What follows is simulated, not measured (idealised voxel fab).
This section sets out a process module, namely voxel self aligned vias.
Square cell edge 5 nm, section width 225 nm, ID cut.
Reading order for cross-sections: top band down to bottom band. Underlying form: a grid of square cells. Band size: one or more rows of cells.
Band entry format. Leading values: height of top, height of bottom, nm. Remainder: materials in left-to-right order, each with its width in nm. Special words: "full width" on a single material, which then fills the band edge to edge; "air", empty space.
All heights in this document are referenced to 0, defined as the level beneath which the wafer, as received, consists entirely of one material. The lowest band is not bounded below; it extends indefinitely downward and is written in the form "z 0 and below".
It should be noted that a width expressed as "30 to 40" varies in equal increments from row to row of cells within the band, taking the value of the first number at the top row and that of the second number at the bottom row.
Where a step carries "no modification", the cross-section came out of it unchanged, cell for cell.
Entry "Closed void list". Content: empty spaces with no open connection to the top, size 8 cells or greater. Each: width x height at distance. Distance: from left edge. Unit: nm.
Where a step's line continues beyond its settings, the continuation is a remark by the simulator itself on that step.
When a step includes a mask, the "overlay nm" setting on its line states how far to the right of its planned place that mask lay, and negative values state how far to the left.

**Planned step list for the process**
1. RECEIVE, material Si
2. CONFORMAL_DEP, material SiO2, thk nm 15
3. CONFORMAL_DEP, material SiCN, thk nm 5
4. DIRECTIONAL_DEP, material SiO2, thk nm 25
5. MASKED_ETCH, tone open, mask id LINES, width nm 25, pitch nm 55, etch materials SiO2, depth nm 25, overlay nm 0
6. CONFORMAL_DEP, material TiN, thk nm 5
7. FILL_DEP, material W, thk nm 10
8. CMP, height nm 45
9. SELECTIVE_ETCH, etch materials W Ru TiN, depth nm 5
10. FILL_DEP, material SiN, thk nm 5
11. CMP, height nm 45
12. DIRECTIONAL_DEP, material SiO2, thk nm 15
13. MASKED_ETCH, tone open, mask id VIAS, width nm 35, pitch nm 55, etch materials SiO2, depth nm 15, overlay nm 0
14. MASKED_ETCH, tone open, mask id VIAS, width nm 35, pitch nm 55, etch materials SiN, depth nm 5, overlay nm 0
15. CONFORMAL_DEP, material TiN, thk nm 5
16. FILL_DEP, material W, thk nm 10
17. CMP, height nm 60
18. CONFORMAL_DEP, material SiN, thk nm 5

**Incoming wafer in cross-section (state: after step 1)**
    z 0 and below: Si full width
    Closed void list: none

**Run as planned - first of the two wafers cross-sectioned at the end of the module**
    z 65 to 60: SiN full width
    z 60 to 50: 65 nm SiO2, then 5 nm TiN, then 25 nm W, then 5 nm TiN, then 20 nm SiO2, then 5 nm TiN, then 25 nm W, then 5 nm TiN, then 70 nm SiO2
    z 50 to 45: 65 nm SiO2, then 10 nm TiN, then 15 nm W, then 10 nm TiN, then 20 nm SiO2, then 10 nm TiN, then 15 nm W, then 10 nm TiN, then 70 nm SiO2
    z 45 to 40: 70 nm SiO2, then 25 nm TiN, then 30 nm SiO2, then 25 nm TiN, then 75 nm SiO2
    z 40 to 25: 70 nm SiO2, then 5 nm TiN, then 15 nm W, then 5 nm TiN, then 30 nm SiO2, then 5 nm TiN, then 15 nm W, then 5 nm TiN, then 75 nm SiO2
    z 25 to 20: 70 nm SiO2, then 25 nm TiN, then 30 nm SiO2, then 25 nm TiN, then 75 nm SiO2
    z 20 to 15: SiCN full width
    z 15 to 0: SiO2 full width
    z 0 and below: Si full width
    Closed void list: none

**Wafer two, sectioned after the module: the first wafer's start, the first wafer's plan, and one mistake in how it was run**
    z 65 to 60: SiN full width
    z 60 to 45: 65 nm SiO2, then 5 nm TiN, then 25 nm W, then 5 nm TiN, then 20 nm SiO2, then 5 nm TiN, then 25 nm W, then 5 nm TiN, then 70 nm SiO2
    z 45 to 40: 65 nm SiN, then 35 nm TiN, then 20 nm SiN, then 35 nm TiN, then 70 nm SiN
    z 40 to 35: W full width
    z 35 to 30: 75 nm TiN, then 15 nm W, then 40 nm TiN, then 15 nm W, then 80 nm TiN
    z 30 to 10: 70 nm SiO2, then 5 nm TiN, then 15 nm W, then 5 nm TiN, then 30 nm SiO2, then 5 nm TiN, then 15 nm W, then 5 nm TiN, then 75 nm SiO2
    z 10 to 5: 70 nm SiO2, then 25 nm TiN, then 30 nm SiO2, then 25 nm TiN, then 75 nm SiO2
    z 5 to 0: SiCN full width
    z 0 and below: Si full width
    Closed void list: none
Which mistake was made when the wafer was run? step 2 of the plan was jumped over and never run
Final difference in cells, second wafer against first, listed per material as more or fewer: SiN: 31 more; SiO2: 135 fewer; TiN: 43 more; W: 61 more
